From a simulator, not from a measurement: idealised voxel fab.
process module | voxel capacitor over wiring
cross-section cut | 250 nm wide | cells 5 nm
A cross-section is a grid of square cells, given in bands from the top down. A band is one or more rows of cells.
Each band's line starts with the height of the band's top and of its bottom, in nm. Then come its materials from left to right, each with its width in nm. One material with "throughout" fills the band from edge to edge. "air" is empty space.
Height 0 is the level under which the wafer as received is all one material. The lowest band goes on downwards, as in "0 down".
A width such as "30 to 40" changes by the same amount from each row of cells to the next, from the band's top row to its bottom row.
"no change" after a step means that no cell of the cross-section changed.
closed voids: empty space of 8 cells or more with no open way to the top, each as width x height at its distance from the left edge, in nm
after a step's settings: what the simulator itself notes on the step
overlay nm, on a step with a mask: how far to the right of its planned place the mask lay; to the left if negative
plan
1 op RECEIVE | material Si
2 op CONFORMAL_DEP | material SiO2 | thk nm 10
3 op CONFORMAL_DEP | material SiCN | thk nm 5
4 op DIRECTIONAL_DEP | material lowk | thk nm 20
5 op PATTERN | tone open | mask id METAL_1 | material resist | width nm 30 | pitch nm 100 | thk nm 15 | overlay nm 0
6 op DIRECTIONAL_ETCH | etch materials lowk | depth nm 20
7 op DIRECTIONAL_ETCH | etch materials SiCN | depth nm 5
8 op STRIP | etch materials resist
9 op CONFORMAL_DEP | material TiN | thk nm 5
10 op FILL_DEP | material W | thk nm 5
11 op CMP | height nm 35
12 op CONFORMAL_DEP | material SiCN | thk nm 5
13 op DIRECTIONAL_DEP | material lowk | thk nm 10
14 op PATTERN | tone open | mask id PLUG_1 | material resist | width nm 15 | thk nm 20 | overlay nm 0
15 op DIRECTIONAL_ETCH | etch materials lowk | depth nm 10
16 op DIRECTIONAL_ETCH | etch materials SiCN | depth nm 5
17 op STRIP | etch materials resist
18 op EPI | material Ru | thk nm 10
19 op EPI | material Ru | thk nm 5
20 op DIRECTIONAL_DEP | material TiN | thk nm 5
21 op DIRECTIONAL_DEP | material HfO2 | thk nm 5
22 op DIRECTIONAL_DEP | material TiN | thk nm 10
23 op DIRECTIONAL_DEP | material aC | thk nm 10
24 op PATTERN | tone cover | mask id UPPER_PLATE | material resist | width nm 75 | thk nm 30 | overlay nm 0
25 op DIRECTIONAL_ETCH | etch materials aC | depth nm 10
26 op STRIP | etch materials resist
27 op DIRECTIONAL_ETCH | etch materials TiN | depth nm 10
28 op DIRECTIONAL_ETCH | etch materials HfO2 | depth nm 5
29 op STRIP | etch materials aC
30 op DIRECTIONAL_DEP | material aC | thk nm 15
31 op PATTERN | tone cover | mask id LOWER_PLATE | material resist | width nm 85 | thk nm 30 | overlay nm 0
32 op DIRECTIONAL_ETCH | etch materials aC | depth nm 15
33 op STRIP | etch materials resist
34 op DIRECTIONAL_ETCH | etch materials TiN | depth nm 5
35 op STRIP | etch materials aC
36 op FILL_DEP | material SiO2 | thk nm 15
37 op CMP | height nm 80
38 op DIRECTIONAL_DEP | material aC | thk nm 10
39 op PATTERN | tone open | mask id PLUG_2 | material resist | width nm 15 | thk nm 25 | overlay nm 0
40 op DIRECTIONAL_ETCH | etch materials aC | depth nm 10
41 op STRIP | etch materials resist
42 op DIRECTIONAL_ETCH | etch materials SiO2 | depth nm 10
43 op STRIP | etch materials aC
44 op CONFORMAL_DEP | material TiN | thk nm 5
45 op FILL_DEP | material W | thk nm 5
46 op CMP | height nm 80
47 op CONFORMAL_DEP | material SiCN | thk nm 5
first wafer, as planned
as received, after step 1
  0 down: Si throughout
  closed voids: none
after step 2
  10 to 0: SiO2 throughout
  below 0: unchanged
after step 3
  15 to 10: SiCN throughout
  below 10: unchanged
after step 4
  35 to 15: lowk throughout
  below 15: unchanged
after step 5
  50 to 35: resist 60 | air 30 | resist 70 | air 30 | resist 60
  below 35: unchanged
after step 6
  50 to 35: resist 60 | air 30 | resist 70 | air 30 | resist 60
  35 to 15: lowk 60 | air 30 | lowk 70 | air 30 | lowk 60
  below 15: unchanged
after step 7
  50 to 35: resist 60 | air 30 | resist 70 | air 30 | resist 60
  35 to 15: lowk 60 | air 30 | lowk 70 | air 30 | lowk 60
  15 to 10: SiCN 60 | air 30 | SiCN 70 | air 30 | SiCN 60
  below 10: unchanged
after step 8
  35 to 15: lowk 60 | air 30 | lowk 70 | air 30 | lowk 60
  below 15: unchanged
after step 9
  40 to 35: TiN 65 | air 20 | TiN 80 | air 20 | TiN 65
  35 to 15: lowk 60 | TiN 5 | air 20 | TiN 5 | lowk 70 | TiN 5 | air 20 | TiN 5 | lowk 60
  15 to 10: SiCN 60 | TiN 30 | SiCN 70 | TiN 30 | SiCN 60
  below 10: unchanged
after step 10
  45 to 40: W throughout
  40 to 35: TiN 65 | W 20 | TiN 80 | W 20 | TiN 65
  35 to 15: lowk 60 | TiN 5 | W 20 | TiN 5 | lowk 70 | TiN 5 | W 20 | TiN 5 | lowk 60
  below 15: unchanged
after step 11
  35 to 15: lowk 60 | TiN 5 | W 20 | TiN 5 | lowk 70 | TiN 5 | W 20 | TiN 5 | lowk 60
  below 15: unchanged
after step 12
  40 to 35: SiCN throughout
  below 35: unchanged
after step 13
  50 to 40: lowk throughout
  below 40: unchanged
after step 14
  70 to 50: resist 75 | air 15 | resist 160
  below 50: unchanged
after step 15
  70 to 50: resist 75 | air 15 | resist 160
  50 to 40: lowk 75 | air 15 | lowk 160
  below 40: unchanged
after step 16
  70 to 50: resist 75 | air 15 | resist 160
  50 to 40: lowk 75 | air 15 | lowk 160
  40 to 35: SiCN 75 | air 15 | SiCN 160
  below 35: unchanged
after step 17
  50 to 40: lowk 75 | air 15 | lowk 160
  below 40: unchanged
after step 18
  50 to 45: lowk 75 | air 15 | lowk 160
  45 to 40: lowk 75 | Ru 15 | lowk 160
  40 to 35: SiCN 75 | Ru 15 | SiCN 160
  below 35: unchanged
after step 19
  50 to 40: lowk 75 | Ru 15 | lowk 160
  below 40: unchanged
after step 20
  55 to 50: TiN throughout
  below 50: unchanged
after step 21
  60 to 55: HfO2 throughout
  below 55: unchanged
after step 22
  70 to 60: TiN throughout
  below 60: unchanged
after step 23
  80 to 70: aC throughout
  below 70: unchanged
after step 24
  110 to 80: air 75 | resist 75 | air 100
  below 80: unchanged
after step 25
  100 to 80: air 75 | resist 75 | air 100
  80 to 70: air 75 | aC 75 | air 100
  below 70: unchanged
after step 26
  80 to 70: air 75 | aC 75 | air 100
  below 70: unchanged
after step 27
  80 to 70: air 75 | aC 75 | air 100
  70 to 60: air 75 | TiN 75 | air 100
  below 60: unchanged
after step 28
  80 to 70: air 75 | aC 75 | air 100
  70 to 60: air 75 | TiN 75 | air 100
  60 to 55: air 75 | HfO2 75 | air 100
  below 55: unchanged
after step 29
  70 to 60: air 75 | TiN 75 | air 100
  below 60: unchanged
after step 30
  85 to 70: air 75 | aC 75 | air 100
  70 to 60: aC 75 | TiN 75 | aC 100
  60 to 55: aC 75 | HfO2 75 | aC 100
  below 55: unchanged
after step 31
  115 to 85: air 70 | resist 85 | air 95
  85 to 70: air 70 | resist 5 | aC 75 | resist 5 | air 95
  below 70: unchanged
after step 32
  100 to 85: air 70 | resist 85 | air 95
  85 to 70: air 70 | resist 5 | aC 75 | resist 5 | air 95
  70 to 60: air 70 | aC 5 | TiN 75 | aC 5 | air 95
  60 to 55: air 70 | aC 5 | HfO2 75 | aC 5 | air 95
  below 55: unchanged
after step 33
  85 to 70: air 75 | aC 75 | air 100
  below 70: unchanged
after step 34
  85 to 70: air 75 | aC 75 | air 100
  70 to 60: air 70 | aC 5 | TiN 75 | aC 5 | air 95
  60 to 55: air 70 | aC 5 | HfO2 75 | aC 5 | air 95
  55 to 50: air 70 | TiN 85 | air 95
  below 50: unchanged
after step 35
  70 to 60: air 75 | TiN 75 | air 100
  60 to 55: air 75 | HfO2 75 | air 100
  below 55: unchanged
after step 36
  85 to 70: SiO2 throughout
  70 to 60: SiO2 75 | TiN 75 | SiO2 100
  60 to 55: SiO2 75 | HfO2 75 | SiO2 100
  55 to 50: SiO2 70 | TiN 85 | SiO2 95
  below 50: unchanged
after step 37
  80 to 70: SiO2 throughout
  below 70: unchanged
after step 38
  90 to 80: aC throughout
  below 80: unchanged
after step 39
  115 to 90: resist 85 | air 15 | resist 150
  below 90: unchanged
after step 40
  105 to 90: resist 85 | air 15 | resist 150
  90 to 80: aC 85 | air 15 | aC 150
  below 80: unchanged
after step 41
  90 to 80: aC 85 | air 15 | aC 150
  below 80: unchanged
after step 42
  90 to 80: aC 85 | air 15 | aC 150
  80 to 70: SiO2 85 | air 15 | SiO2 150
  below 70: unchanged
after step 43
  80 to 70: SiO2 85 | air 15 | SiO2 150
  below 70: unchanged
after step 44
  85 to 80: TiN 90 | air 5 | TiN 155
  80 to 75: SiO2 85 | TiN 5 | air 5 | TiN 5 | SiO2 150
  75 to 70: SiO2 85 | TiN 15 | SiO2 150
  below 70: unchanged
after step 45
  90 to 85: W throughout
  85 to 80: TiN 90 | W 5 | TiN 155
  80 to 75: SiO2 85 | TiN 5 | W 5 | TiN 5 | SiO2 150
  below 75: unchanged
after step 46
  80 to 75: SiO2 85 | TiN 5 | W 5 | TiN 5 | SiO2 150
  below 75: unchanged
after step 47
  85 to 80: SiCN throughout
  below 80: unchanged
second wafer: like start, like plan, one mistake. Through step 30 it matches the first wafer
when step 31 should have ended
  115 to 85: resist 70 | air 85 | resist 95
  85 to 70: resist 70 | air 5 | aC 75 | air 5 | resist 95
  below 70: unchanged
when step 32 should have ended
  100 to 70: resist 70 | air 85 | resist 95
  70 to 60: aC 70 | air 5 | TiN 75 | air 5 | aC 95
  60 to 55: aC 70 | air 5 | HfO2 75 | air 5 | aC 95
  below 55: unchanged
when step 33 should have ended
  70 to 60: aC 70 | air 5 | TiN 75 | air 5 | aC 95
  below 60: unchanged
when step 34 should have ended
  70 to 65: aC 70 | air 85 | aC 95
  65 to 60: aC 70 | air 5 | TiN 75 | air 5 | aC 95
  60 to 55: aC 70 | air 5 | HfO2 75 | air 5 | aC 95
  55 to 50: TiN 70 | air 5 | TiN 75 | air 5 | TiN 95
  below 50: unchanged
when step 35 should have ended
  65 to 60: air 75 | TiN 75 | air 100
  60 to 55: air 75 | HfO2 75 | air 100
  below 55: unchanged
when step 36 should have ended
  80 to 65: SiO2 throughout
  65 to 60: SiO2 75 | TiN 75 | SiO2 100
  60 to 55: SiO2 75 | HfO2 75 | SiO2 100
  55 to 50: TiN 70 | SiO2 5 | TiN 75 | SiO2 5 | TiN 95
  below 50: unchanged
when step 37 should have ended: no change
when step 38 should have ended
  90 to 80: aC throughout
  below 80: unchanged
when step 39 should have ended
  115 to 90: resist 85 | air 15 | resist 150
  below 90: unchanged
when step 40 should have ended
  105 to 90: resist 85 | air 15 | resist 150
  90 to 80: aC 85 | air 15 | aC 150
  below 80: unchanged
when step 41 should have ended
  90 to 80: aC 85 | air 15 | aC 150
  below 80: unchanged
when step 42 should have ended
  90 to 80: aC 85 | air 15 | aC 150
  80 to 70: SiO2 85 | air 15 | SiO2 150
  below 70: unchanged
when step 43 should have ended
  80 to 70: SiO2 85 | air 15 | SiO2 150
  below 70: unchanged
when step 44 should have ended
  85 to 80: TiN 90 | air 5 | TiN 155
  80 to 75: SiO2 85 | TiN 5 | air 5 | TiN 5 | SiO2 150
  75 to 70: SiO2 85 | TiN 15 | SiO2 150
  below 70: unchanged
when step 45 should have ended
  90 to 85: W throughout
  85 to 80: TiN 90 | W 5 | TiN 155
  80 to 75: SiO2 85 | TiN 5 | W 5 | TiN 5 | SiO2 150
  below 75: unchanged
when step 46 should have ended
  80 to 75: SiO2 85 | TiN 5 | W 5 | TiN 5 | SiO2 150
  below 75: unchanged
when step 47 should have ended
  85 to 80: SiCN throughout
  below 80: unchanged
what went wrong: step 31 ran as: op PATTERN | tone open | mask id LOWER_PLATE | material resist | width nm 85 | thk nm 30 | overlay nm 0
at the end the second wafer has, in cells: 16 fewer of SiO2 | 16 more of TiN
